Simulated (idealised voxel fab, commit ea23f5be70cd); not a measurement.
Documented hereafter: the process module known as voxel air gaps.
We display cut, a cross-section 250 nm in width whose square cells are each 5 nm.
If you're reading a cross-section in this doc, picture square cells in a grid; it comes to you as bands, top ones listed first down to the bottom, and a band can be one or more rows of cells. Top, bottom (nm), then materials left to right with widths (nm); lone material tagged "all across" fills the whole band edge to edge; "empty" = empty space. Note: height 0 marks the level under which the wafer is uniformly one material as received. Lowest band unbounded below, written "0 down". Think of "30 to 40" as a width that walks from the first number to the second as you go down the band, top row to bottom row, taking equal-sized steps from row to row. What does "no modifications" mean for a step? It means no cell of the cross-section changed in that step. Heads up: "Completely enclosed voids" only lists the empty pockets with no open path to the top that are 8 cells or more, and it writes them as width x height at distance, distance from the left edge, in nm. Heads up: the bit after the settings on a step's line is the simulator's remark on that step. If you see "overlay nm" on a step's line and that step has a mask, it's telling you how far right of where it was planned the mask ended up; a negative number means it went left instead.

# This section lists the process steps that were planned
- 1: RECEIVE,material Si
- 2: CONFORMAL_DEP,material SiO2,thk nm 15
- 3: CONFORMAL_DEP,material SiCN,thk nm 5
- 4: DIRECTIONAL_DEP,material SiO2,thk nm 30
- 5: MASKED_ETCH,tone open,mask id LINES,width nm 20,pitch nm 50,etch materials SiO2,depth nm 30,overlay nm 0
- 6: CONFORMAL_DEP,material TiN,thk nm 5
- 7: FILL_DEP,material W,thk nm 10
- 8: CMP,height nm 50
- 9: EPI,material Ru,thk nm 10
- 10: SELECTIVE_ETCH,etch materials SiO2,depth nm 40
- 11: CONFORMAL_DEP,material SiCN,thk nm 5

# Step 1 complete: cross-section of the wafer as received
0 down  Si all across
Completely enclosed voids: none

# Cross-sectional view of the first of the two wafers upon completion of the module, processed in accordance with the plan
65 to 60  empty (25) | SiCN (200) | empty (25)
60 to 50  empty (25) | SiCN (5) | Ru (40) | SiCN (10) | Ru (40) | SiCN (10) | Ru (40) | SiCN (10) | Ru (40) | SiCN (5) | empty (25)
50 to 45  empty (25) | SiCN (15) | TiN (5) | W (10) | TiN (5) | SiCN (30) | TiN (5) | W (10) | TiN (5) | SiCN (30) | TiN (5) | W (10) | TiN (5) | SiCN (30) | TiN (5) | W (10) | TiN (5) | SiCN (15) | empty (25)
45 to 25  empty (35) | SiCN (5) | TiN (5) | W (10) | TiN (5) | SiCN (5) | empty (20) | SiCN (5) | TiN (5) | W (10) | TiN (5) | SiCN (5) | empty (20) | SiCN (5) | TiN (5) | W (10) | TiN (5) | SiCN (5) | empty (20) | SiCN (5) | TiN (5) | W (10) | TiN (5) | SiCN (5) | empty (35)
25 to 20  SiCN (40) | TiN (20) | SiCN (30) | TiN (20) | SiCN (30) | TiN (20) | SiCN (30) | TiN (20) | SiCN (40)
20 to 15  SiCN all across
15 to 0  SiO2 all across
0 down  Si all across
Completely enclosed voids: 20 x 20 at 65; 20 x 20 at 115; 20 x 20 at 165

# Cross-section at end of module for the second wafer of two, which matched the first in starting point and plan and differed by one mistake in its processing
65 to 60  empty (25) | SiCN (200) | empty (25)
60 to 50  empty (25) | SiCN (5) | Ru (40) | SiCN (10) | Ru (40) | SiCN (10) | Ru (40) | SiCN (10) | Ru (40) | SiCN (5) | empty (25)
50 to 45  empty (25) | SiCN (15) | TiN (5) | W (10) | TiN (5) | SiCN (30) | TiN (5) | W (10) | TiN (5) | SiCN (30) | TiN (5) | W (10) | TiN (5) | SiCN (30) | TiN (5) | W (10) | TiN (5) | SiCN (15) | empty (25)
45 to 40  empty (35) | SiCN (5) | TiN (5) | W (10) | TiN (5) | SiCN (5) | empty (20) | SiCN (5) | TiN (5) | W (10) | TiN (5) | SiCN (5) | empty (20) | SiCN (5) | TiN (5) | W (10) | TiN (5) | SiCN (5) | empty (20) | SiCN (5) | TiN (5) | W (10) | TiN (5) | SiCN (5) | empty (35)
40 to 35  SiCN (40) | TiN (20) | SiCN (30) | TiN (20) | SiCN (30) | TiN (20) | SiCN (30) | TiN (20) | SiCN (40)
35 to 30  SiCN all across
30 to 0  SiO2 all across
0 down  Si all across
Completely enclosed voids: none
Here's what went sideways: heads up, step 2 of the plan got done twice
In the final state, the cell counts of the second wafer exceed or fall short of those of the first for the following materials: SiCN -24; SiO2 +150; TiN -24; W -24
On completion, 0 closed voids are found in the second wafer, whereas the first wafer has 3.
